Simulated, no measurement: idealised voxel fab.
Process module under the name voxel ribs on slabs
Section shown: cut. Width: 160 nm. Cell size: 5 nm, square.
Throughout this document, each cross-section is represented as a grid of square cells and is presented as a sequence of bands enumerated from the top downward, where a band comprises one or more rows of cells.
The band entry comprises the height of the band's top followed by the height of its bottom, expressed in nm, and subsequently the band's materials from left to right, each stated together with its width in nm. Where a single material is marked with the word "all across", that material fills the band from edge to edge. The word "blank" represents empty space.
Counting heights begins at 0, where everything beneath is, in the wafer as received, one material. The lowest band has no bottom; it goes on downwards, as "0 down" shows.
Width spec "30..40" -> top row of cells at first value, bottom row at second value, equal per-row change in between.
Reading "remains unaltered" for a step: not a cell of the cross-section changed in it.
Voids not open to the top, 8 cells minimum: see "Tabulated closed voids". Written width x height at distance; distance is from the left edge; nm.
It should be noted that, on the line of a given step, the content following the step's settings is a remark produced by the simulator itself with respect to that step.
The setting "overlay nm" may be written on the line of a step. When the step uses a mask, the value reports how far to the right of the planned place the mask lay, and a negative value reports that it lay to the left.
The process steps that were planned are listed below
| 1 | RECEIVE: material Si |
| 2 | DIRECTIONAL_DEP: material SiO2, thk nm 20 |
| 3 | DIRECTIONAL_DEP: material polySi, thk nm 15 |
| 4 | PATTERN: tone cover, mask id RIB, material resist, width nm 20, thk nm 15, overlay nm 0 |
| 5 | DIRECTIONAL_ETCH: etch materials polySi, depth nm 5 |
| 6 | STRIP: etch materials resist |
| 7 | PATTERN: tone cover, mask id SLAB, material resist, width nm 60, thk nm 20, overlay nm 0 |
| 8 | DIRECTIONAL_ETCH: etch materials polySi, depth nm 10 |
| 9 | STRIP: etch materials resist |
| 10 | FILL_DEP: material SiO2, thk nm 25 |
| 11 | CMP: height nm 50 |
| 12 | DIRECTIONAL_DEP: material TiN, thk nm 5 |
| 13 | PATTERN: tone cover, mask id HEATER, material resist, width nm 30, thk nm 15, overlay nm -15 |
| 14 | DIRECTIONAL_ETCH: etch materials TiN, depth nm 5 |
| 15 | STRIP: etch materials resist |
| 16 | CONFORMAL_DEP: material SiO2, thk nm 10 |
All wafers enter the flow in the same state. The overlay nm at step 13 differs from wafer to wafer, and the plan gives the value for the first wafer.
Sectional view: first of several wafers, as received, after step 1
> 0 down | Si all across
> Tabulated closed voids: none
The cross-section of the first of several wafers is given below for the end of the module, after its final step, step 16
> 65 to 60 | blank 40, then SiO2 50, then blank 70
> 60 to 55 | SiO2 all across
> 55 to 50 | SiO2 50, then TiN 30, then SiO2 80
> 50 to 35 | SiO2 all across
> 35 to 30 | SiO2 70, then polySi 20, then SiO2 70
> 30 to 20 | SiO2 50, then polySi 60, then SiO2 50
> 20 to 0 | SiO2 all across
> 0 down | Si all across
> Tabulated closed voids: none
Final wafer cross-section at module end
> 65 to 60 | blank 70, then SiO2 50, then blank 40
> 60 to 55 | SiO2 all across
> 55 to 50 | SiO2 80, then TiN 30, then SiO2 50
> 50 to 35 | SiO2 all across
> 35 to 30 | SiO2 70, then polySi 20, then SiO2 70
> 30 to 20 | SiO2 50, then polySi 60, then SiO2 50
> 20 to 0 | SiO2 all across
> 0 down | Si all across
> Tabulated closed voids: none
each wafer at the end: cells of each material gained (+) or lost (-) since it was received, then its closed voids
overlay nm -15; +360 SiO2; +6 TiN; +28 polySi; Tabulated closed voids: none
overlay nm -10; +360 SiO2; +6 TiN; +28 polySi; Tabulated closed voids: none
overlay nm -5; +360 SiO2; +6 TiN; +28 polySi; Tabulated closed voids: none
overlay nm 0; +360 SiO2; +6 TiN; +28 polySi; Tabulated closed voids: none
overlay nm 5; +360 SiO2; +6 TiN; +28 polySi; Tabulated closed voids: none
overlay nm 10; +360 SiO2; +6 TiN; +28 polySi; Tabulated closed voids: none
overlay nm 15; +360 SiO2; +6 TiN; +28 polySi; Tabulated closed voids: none
